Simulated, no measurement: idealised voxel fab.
process module | voxel gate over fins
cross-section cut | 285 nm wide | cells 5 nm
A cross-section is a grid of square cells, given in bands from the top down. A band is one or more rows of cells.
Each band's line starts with the height of the band's top and of its bottom, in nm. Then come its materials from left to right, each with its width in nm. One material with "throughout" fills the band from edge to edge. "air" is empty space.
Height 0 is the level under which the wafer as received is all one material. The lowest band goes on downwards, as in "0 down".
A width such as "30 to 40" changes by the same amount from each row of cells to the next, from the band's top row to its bottom row.
"no change" after a step means that no cell of the cross-section changed.
closed voids: empty space of 8 cells or more with no open way to the top, each as width x height at its distance from the left edge, in nm
after a step's settings: what the simulator itself notes on the step
overlay nm, on a step with a mask: how far to the right of its planned place the mask lay; to the left if negative
plan
1 op RECEIVE | material Si
2 op CONFORMAL_DEP | material SiN | thk nm 5
3 op MASKED_ETCH | tone cover | mask id FINS | width nm 15 | pitch nm 60 | etch materials SiN | depth nm 5 | overlay nm 0
4 op MASKED_ETCH | tone cover | mask id FINS | width nm 15 | pitch nm 60 | etch materials Si | depth nm 35 | overlay nm 0
5 op OXIDIZE | depth nm 5
6 op FILL_DEP | material SiO2 | thk nm 5
7 op CMP | height nm 5
8 op PATTERN | tone open | mask id RAIL | material resist | width nm 15 | thk nm 20 | overlay nm 0
9 op DIRECTIONAL_ETCH | etch materials SiO2 | depth nm 35
10 op STRIP | etch materials resist
11 op CONFORMAL_DEP | material TiN | thk nm 5
12 op FILL_DEP | material W | thk nm 10
13 op CMP | height nm 5
14 op SELECTIVE_ETCH | etch materials W Ru TiN | depth nm 30
15 op FILL_DEP | material SiO2 | thk nm 5
16 op CMP | height nm 5
17 op SELECTIVE_ETCH | etch materials SiO2 | depth nm 20
18 op STRIP | etch materials SiN
19 op CONFORMAL_DEP | material HfO2 | thk nm 5
20 op CONFORMAL_DEP | material TiN | thk nm 5
21 op FILL_DEP | material W | thk nm 10
22 op CMP | height nm 15
23 op CONFORMAL_DEP | material SiN | thk nm 10
as received, after step 1
  0 down: Si throughout
  closed voids: none
first wafer at the end, as planned
  25 to 15: SiN throughout
  15 to 10: W throughout
  10 to 5: W 40 | TiN 25 | W 35 | TiN 25 | W 35 | TiN 25 | W 35 | TiN 25 | W 40
  5 to 0: W 40 | TiN 5 | HfO2 15 | TiN 5 | W 35 | TiN 5 | HfO2 15 | TiN 5 | W 35 | TiN 5 | HfO2 15 | TiN 5 | W 35 | TiN 5 | HfO2 15 | TiN 5 | W 40
  0 to -5: W 40 | TiN 5 | HfO2 5 | Si 5 | HfO2 5 | TiN 5 | W 35 | TiN 5 | HfO2 5 | Si 5 | HfO2 5 | TiN 5 | W 35 | TiN 5 | HfO2 5 | Si 5 | HfO2 5 | TiN 5 | W 35 | TiN 5 | HfO2 5 | Si 5 | HfO2 5 | TiN 5 | W 40
  -5 to -10: TiN 45 | HfO2 5 | Si 5 | HfO2 5 | TiN 45 | HfO2 5 | Si 5 | HfO2 5 | TiN 45 | HfO2 5 | Si 5 | HfO2 5 | TiN 45 | HfO2 5 | Si 5 | HfO2 5 | TiN 45
  -10 to -15: HfO2 50 | Si 5 | HfO2 55 | Si 5 | HfO2 55 | Si 5 | HfO2 55 | Si 5 | HfO2 50
  -15 to -25: SiO2 50 | Si 5 | SiO2 55 | Si 5 | SiO2 55 | Si 5 | SiO2 55 | Si 5 | SiO2 50
  -25 to -30: SiO2 50 | Si 5 | SiO2 20 | TiN 15 | SiO2 20 | Si 5 | SiO2 55 | Si 5 | SiO2 55 | Si 5 | SiO2 50
  -30 to -40: SiO2 50 | Si 5 | SiO2 55 | Si 5 | SiO2 55 | Si 5 | SiO2 55 | Si 5 | SiO2 50
  -40 down: Si throughout
  closed voids: none
second wafer at the end: like start, like plan, one mistake
  25 to 15: SiN throughout
  15 to 10: TiN throughout
  10 to 5: HfO2 50 | TiN 5 | HfO2 55 | TiN 5 | HfO2 55 | TiN 5 | HfO2 55 | TiN 5 | HfO2 50
  5 to 0: HfO2 throughout
  0 to -35: HfO2 45 | SiO2 5 | Si 5 | SiO2 5 | HfO2 45 | SiO2 5 | Si 5 | SiO2 5 | HfO2 45 | SiO2 5 | Si 5 | SiO2 5 | HfO2 45 | SiO2 5 | Si 5 | SiO2 5 | HfO2 45
  -35 to -40: SiO2 50 | Si 5 | SiO2 55 | Si 5 | SiO2 55 | Si 5 | SiO2 55 | Si 5 | SiO2 50
  -40 down: Si throughout
  closed voids: none
what went wrong: step 6 ran as: op FILL_DEP | material HfO2 | thk nm 5
at the end the second wafer has, in cells: 344 more of HfO2 | 153 fewer of SiO2 | 23 fewer of TiN | 168 fewer of W
